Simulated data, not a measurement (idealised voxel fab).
Module name: voxel gate over fins (process module)
The cross-section on display is named cut; it measures 265 nm wide, and its cells are 5 nm squares.
Reading order for cross-sections: top band down to bottom band. Underlying form: a grid of square cells. Band size: one or more rows of cells. In this notation a band is specified by the heights of its top and bottom, in that order and in nm, after which its materials appear from left to right, each paired with its width in nm. The word "all across" attached to a single material means that material fills the band from edge to edge; the word "blank" stands for empty space. For the purposes of this specification, 0 denotes the height below which the wafer in its as-received condition is composed wholly of one material, and the lowermost band, lacking a lower limit, extends downward without end, as expressed in "0 down". Width: "30 to 40" (first number = top row, second number = bottom row, same change from row to row of cells). A step reported as "same as before" is a step in which no cell of the cross-section changed. The list in "Unvented cavities" covers empty spaces of 8 cells or more that cannot reach the top through any open way, and it gives each as width x height at distance; the distance is from the left edge, and width, height and distance are in nm. Anything after a step's settings on that line? It's the simulator's own note about the step. When a step includes a mask, the "overlay nm" setting on its line states how far to the right of its planned place that mask lay, and negative values state how far to the left.

### These are the steps we planned for the process
1 RECEIVE with material Si
2 CONFORMAL_DEP with material SiN, thk nm 5
3 DIRECTIONAL_DEP with material aC, thk nm 15
4 PATTERN with tone cover, mask id FINS, material resist, width nm 15, pitch nm 40, thk nm 35, overlay nm 0
5 DIRECTIONAL_ETCH with etch materials aC, depth nm 15
6 STRIP with etch materials resist
7 DIRECTIONAL_ETCH with etch materials SiN, depth nm 5
8 DIRECTIONAL_ETCH with etch materials Si, depth nm 40
9 STRIP with etch materials aC
10 FILL_DEP with material SiO2, thk nm 10
11 CMP with height nm 5
12 SELECTIVE_ETCH with etch materials SiO2, depth nm 15
13 STRIP with etch materials SiN
14 CONFORMAL_DEP with material HfO2, thk nm 5
15 CONFORMAL_DEP with material TiN, thk nm 5
16 FILL_DEP with material W, thk nm 15
17 CMP with height nm 20
18 CONFORMAL_DEP with material SiCN, thk nm 5

### Cross-section of the wafer as it came to us, i.e., already through step 1
    0 down  Si all across
    Unvented cavities: none

### a wafer at the end: this start, this plan, one mistake
    25 to 20  SiCN all across
    20 to 10  W all across
    10 to 5  W 95 nm / TiN 35 nm / W 5 nm / TiN 35 nm / W 95 nm
    5 to 0  W 95 nm / TiN 5 nm / HfO2 25 nm / TiN 5 nm / W 5 nm / TiN 5 nm / HfO2 25 nm / TiN 5 nm / W 95 nm
    0 to -15  W 95 nm / TiN 5 nm / HfO2 5 nm / Si 15 nm / HfO2 5 nm / TiN 5 nm / W 5 nm / TiN 5 nm / HfO2 5 nm / Si 15 nm / HfO2 5 nm / TiN 5 nm / W 95 nm
    -15 to -20  TiN 100 nm / HfO2 5 nm / Si 15 nm / HfO2 5 nm / TiN 15 nm / HfO2 5 nm / Si 15 nm / HfO2 5 nm / TiN 100 nm
    -20 to -25  HfO2 105 nm / Si 15 nm / HfO2 25 nm / Si 15 nm / HfO2 105 nm
    -25 to -40  SiO2 105 nm / Si 15 nm / SiO2 25 nm / Si 15 nm / SiO2 105 nm
    -40 down  Si all across
    Unvented cavities: none
The mistake made against the process plan was this: the plan had its step 12 run twice
